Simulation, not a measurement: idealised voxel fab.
process module | voxel self aligned contacts
cross-section cut | 295 nm wide | cells 5 nm
A cross-section is a grid of square cells, given in bands from the top down. A band is one or more rows of cells.
Each band's line starts with the height of the band's top and of its bottom, in nm. Then come its materials from left to right, each with its width in nm. One material with "throughout" fills the band from edge to edge. "air" is empty space.
Height 0 is the level under which the wafer as received is all one material. The lowest band goes on downwards, as in "0 down".
A width such as "30 to 40" changes by the same amount from each row of cells to the next, from the band's top row to its bottom row.
"no change" after a step means that no cell of the cross-section changed.
closed voids: empty space of 8 cells or more with no open way to the top, each as width x height at its distance from the left edge, in nm
after a step's settings: what the simulator itself notes on the step
overlay nm, on a step with a mask: how far to the right of its planned place the mask lay; to the left if negative
plan
1 op RECEIVE | material Si
2 op OXIDIZE | depth nm 5
3 op DIRECTIONAL_DEP | material polySi | thk nm 30
4 op DIRECTIONAL_DEP | material SiN | thk nm 20
5 op PATTERN | tone cover | mask id GATE | material resist | width nm 30 | pitch nm 65 | thk nm 15 | overlay nm 0
6 op DIRECTIONAL_ETCH | etch materials SiN | depth nm 20
7 op DIRECTIONAL_ETCH | etch materials polySi | depth nm 30
8 op STRIP | etch materials resist
9 op CONFORMAL_DEP | material SiN | thk nm 5
10 op DIRECTIONAL_ETCH | etch materials SiN | depth nm 5
11 op FILL_DEP | material SiO2 | thk nm 15
12 op CMP | height nm 60
13 op PATTERN | tone open | mask id CONTACT | material resist | width nm 45 | thk nm 20 | overlay nm 0
14 op DIRECTIONAL_ETCH | etch materials SiO2 | depth nm 65
15 op STRIP | etch materials resist
16 op CONFORMAL_DEP | material TiN | thk nm 5
17 op FILL_DEP | material Ru | thk nm 10
18 op CMP | height nm 60
19 op CONFORMAL_DEP | material SiCN | thk nm 5
first wafer, as planned
as received, after step 1
  0 down: Si throughout
  closed voids: none
after step 2
  0 to -5: SiO2 throughout
  below -5: unchanged
after step 3
  30 to 0: polySi throughout
  below 0: unchanged
after step 4
  50 to 30: SiN throughout
  below 30: unchanged
after step 5
  65 to 50: air 100 | resist 30 | air 35 | resist 30 | air 100
  below 50: unchanged
after step 6
  65 to 50: air 100 | resist 30 | air 35 | resist 30 | air 100
  50 to 30: air 100 | SiN 30 | air 35 | SiN 30 | air 100
  below 30: unchanged
after step 7
  65 to 50: air 100 | resist 30 | air 35 | resist 30 | air 100
  50 to 30: air 100 | SiN 30 | air 35 | SiN 30 | air 100
  30 to 0: air 100 | polySi 30 | air 35 | polySi 30 | air 100
  below 0: unchanged
after step 8
  50 to 30: air 100 | SiN 30 | air 35 | SiN 30 | air 100
  below 30: unchanged
after step 9
  55 to 30: air 95 | SiN 40 | air 25 | SiN 40 | air 95
  30 to 5: air 95 | SiN 5 | polySi 30 | SiN 5 | air 25 | SiN 5 | polySi 30 | SiN 5 | air 95
  5 to 0: SiN 100 | polySi 30 | SiN 35 | polySi 30 | SiN 100
  below 0: unchanged
after step 10
  50 to 30: air 95 | SiN 40 | air 25 | SiN 40 | air 95
  30 to 0: air 95 | SiN 5 | polySi 30 | SiN 5 | air 25 | SiN 5 | polySi 30 | SiN 5 | air 95
  below 0: unchanged
after step 11
  65 to 50: SiO2 throughout
  50 to 30: SiO2 95 | SiN 40 | SiO2 25 | SiN 40 | SiO2 95
  30 to 0: SiO2 95 | SiN 5 | polySi 30 | SiN 5 | SiO2 25 | SiN 5 | polySi 30 | SiN 5 | SiO2 95
  below 0: unchanged
after step 12
  60 to 50: SiO2 throughout
  below 50: unchanged
after step 13
  80 to 60: resist 125 | air 45 | resist 125
  below 60: unchanged
after step 14
  80 to 60: resist 125 | air 45 | resist 125
  60 to 50: SiO2 125 | air 45 | SiO2 125
  50 to 30: SiO2 95 | SiN 40 | air 25 | SiN 40 | SiO2 95
  30 to 0: SiO2 95 | SiN 5 | polySi 30 | SiN 5 | air 25 | SiN 5 | polySi 30 | SiN 5 | SiO2 95
  0 to -5: SiO2 135 | air 25 | SiO2 135
  below -5: unchanged
after step 15
  60 to 50: SiO2 125 | air 45 | SiO2 125
  below 50: unchanged
after step 16
  65 to 60: TiN 130 | air 35 | TiN 130
  60 to 50: SiO2 125 | TiN 5 to 15 | air 35 to 15 | TiN 5 to 15 | SiO2 125
  50 to 30: SiO2 95 | SiN 40 | TiN 5 | air 15 | TiN 5 | SiN 40 | SiO2 95
  30 to 0: SiO2 95 | SiN 5 | polySi 30 | SiN 5 | TiN 5 | air 15 | TiN 5 | SiN 5 | polySi 30 | SiN 5 | SiO2 95
  0 to -5: SiO2 135 | TiN 25 | SiO2 135
  below -5: unchanged
after step 17
  75 to 65: Ru throughout
  65 to 60: TiN 130 | Ru 35 | TiN 130
  60 to 50: SiO2 125 | TiN 5 to 15 | Ru 35 to 15 | TiN 5 to 15 | SiO2 125
  50 to 30: SiO2 95 | SiN 40 | TiN 5 | Ru 15 | TiN 5 | SiN 40 | SiO2 95
  30 to 0: SiO2 95 | SiN 5 | polySi 30 | SiN 5 | TiN 5 | Ru 15 | TiN 5 | SiN 5 | polySi 30 | SiN 5 | SiO2 95
  below 0: unchanged
after step 18
  60 to 50: SiO2 125 | TiN 5 to 15 | Ru 35 to 15 | TiN 5 to 15 | SiO2 125
  below 50: unchanged
after step 19
  65 to 60: SiCN throughout
  below 60: unchanged
second wafer: like start, like plan, one mistake. Through step 12 it matches the first wafer
when step 13 should have ended
  80 to 60: resist 130 | air 35 | resist 130
  below 60: unchanged
when step 14 should have ended
  80 to 60: resist 130 | air 35 | resist 130
  60 to 50: SiO2 130 | air 35 | SiO2 130
  50 to 30: SiO2 95 | SiN 40 | air 25 | SiN 40 | SiO2 95
  30 to 0: SiO2 95 | SiN 5 | polySi 30 | SiN 5 | air 25 | SiN 5 | polySi 30 | SiN 5 | SiO2 95
  0 to -5: SiO2 135 | air 25 | SiO2 135
  below -5: unchanged
when step 15 should have ended
  60 to 50: SiO2 130 | air 35 | SiO2 130
  below 50: unchanged
when step 16 should have ended
  65 to 60: TiN 135 | air 25 | TiN 135
  60 to 50: SiO2 130 | TiN 5 to 10 | air 25 to 15 | TiN 5 to 10 | SiO2 130
  50 to 30: SiO2 95 | SiN 40 | TiN 5 | air 15 | TiN 5 | SiN 40 | SiO2 95
  30 to 0: SiO2 95 | SiN 5 | polySi 30 | SiN 5 | TiN 5 | air 15 | TiN 5 | SiN 5 | polySi 30 | SiN 5 | SiO2 95
  0 to -5: SiO2 135 | TiN 25 | SiO2 135
  below -5: unchanged
when step 17 should have ended
  75 to 65: Ru throughout
  65 to 60: TiN 135 | Ru 25 | TiN 135
  60 to 50: SiO2 130 | TiN 5 to 10 | Ru 25 to 15 | TiN 5 to 10 | SiO2 130
  50 to 30: SiO2 95 | SiN 40 | TiN 5 | Ru 15 | TiN 5 | SiN 40 | SiO2 95
  30 to 0: SiO2 95 | SiN 5 | polySi 30 | SiN 5 | TiN 5 | Ru 15 | TiN 5 | SiN 5 | polySi 30 | SiN 5 | SiO2 95
  below 0: unchanged
when step 18 should have ended
  60 to 50: SiO2 130 | TiN 5 to 10 | Ru 25 to 15 | TiN 5 to 10 | SiO2 130
  below 50: unchanged
when step 19 should have ended
  65 to 60: SiCN throughout
  below 60: unchanged
what went wrong: step 13 ran as: op PATTERN | tone open | mask id CONTACT | material resist | width nm 35 | thk nm 20 | overlay nm 0
at the end the second wafer has, in cells: 2 fewer of Ru | 4 more of SiO2 | 2 fewer of TiN
